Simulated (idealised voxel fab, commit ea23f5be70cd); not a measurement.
Presented below is a process module, voxel gate over fins.
We display cut, a cross-section 290 nm in width whose square cells are each 5 nm.
Each cross-section below is a grid of square cells, stated as bands in top-down order, with one or more rows of cells making up each band.
The entry gives the band's vertical extent as a top height and a bottom height in nm, then its horizontal make-up as materials from left to right, each with a width in nm. "empty" stands for empty space; a single material marked "throughout" fills the band edge to edge.
Convention: height 0 is the level below which the wafer, as received, is all one material. The lowest band does not terminate at the bottom but continues downward, represented as "0 nm and below".
Note: "30..40" means the width goes from the first number (top row of the band) to the second number (bottom row) in equal steps per row of cells.
For the purposes of this document, the phrase "nothing different" attached to a step denotes that no cell within the cross-section was modified by that step.
"Completely sealed voids": empty spaces of 8 cells or more with no open way to the top, each given as width x height at distance, distance from the left edge, all in nm.
On each step's line, the part that comes after the settings is the simulator's own comment on the step.
What "overlay nm" on a step's line means: if the step has a mask, that mask lay this far to the right of its planned place, or, when the value is negative, to the left.

**These are the steps we planned for the process**
| 1 | RECEIVE: material Si |
| 2 | CONFORMAL_DEP: material SiN, thk nm 5 |
| 3 | DIRECTIONAL_DEP: material aC, thk nm 10 |
| 4 | PATTERN: tone cover, mask id FINS, material resist, width nm 15, pitch nm 55, thk nm 30, overlay nm 0 |
| 5 | DIRECTIONAL_ETCH: etch materials aC, depth nm 10 |
| 6 | STRIP: etch materials resist |
| 7 | DIRECTIONAL_ETCH: etch materials SiN, depth nm 5 |
| 8 | DIRECTIONAL_ETCH: etch materials Si, depth nm 35 |
| 9 | STRIP: etch materials aC |
| 10 | FILL_DEP: material SiO2, thk nm 15 |
| 11 | CMP: height nm 5 |
| 12 | DIRECTIONAL_DEP: material aC, thk nm 15 |
| 13 | PATTERN: tone open, mask id RAIL, material resist, width nm 15, thk nm 35, overlay nm 0 |
| 14 | DIRECTIONAL_ETCH: etch materials aC, depth nm 15 |
| 15 | STRIP: etch materials resist |
| 16 | DIRECTIONAL_ETCH: etch materials SiO2, depth nm 35 |
| 17 | STRIP: etch materials aC |
| 18 | CONFORMAL_DEP: material TiN, thk nm 5 |
| 19 | FILL_DEP: material Ru, thk nm 5 |
| 20 | CMP: height nm 5 |
| 21 | SELECTIVE_ETCH: etch materials W Ru TiN, depth nm 20 |
| 22 | FILL_DEP: material SiO2, thk nm 5 |
| 23 | CMP: height nm 5 |
| 24 | SELECTIVE_ETCH: etch materials SiO2, depth nm 15 |
| 25 | STRIP: etch materials SiN |
| 26 | CONFORMAL_DEP: material HfO2, thk nm 5 |
| 27 | CONFORMAL_DEP: material TiN, thk nm 5 |
| 28 | CONFORMAL_DEP: material TiAl, thk nm 5 |
| 29 | CONFORMAL_DEP: material TiN, thk nm 5 |
| 30 | FILL_DEP: material W, thk nm 15 |
| 31 | CMP: height nm 30 |
| 32 | CONFORMAL_DEP: material SiCN, thk nm 10 |
All wafers enter the flow in the same state. The width nm at step 4 differs from wafer to wafer, and the plan gives the value for the first wafer.

**First of several wafers, received after step 1, in cross-section**
  0 nm and below = Si throughout
  Completely sealed voids: none

**Table: wafers, a row each; end-of-module cell change per material since receipt, gain (+), loss (-); then closed voids**
width nm 15; +66 HfO2; +2 Ru; -364 Si; +116 SiCN; +251 SiO2; +66 TiAl; +139 TiN; +188 W; Completely sealed voids: none
width nm 20; +66 HfO2; +2 Ru; -350 Si; +116 SiCN; +241 SiO2; +66 TiAl; +137 TiN; +186 W; Completely sealed voids: none
width nm 25; +66 HfO2; +2 Ru; -336 Si; +116 SiCN; +231 SiO2; +66 TiAl; +135 TiN; +184 W; Completely sealed voids: none
width nm 30; +66 HfO2; +2 Ru; -322 Si; +116 SiCN; +221 SiO2; +64 TiAl; +135 TiN; +182 W; Completely sealed voids: none
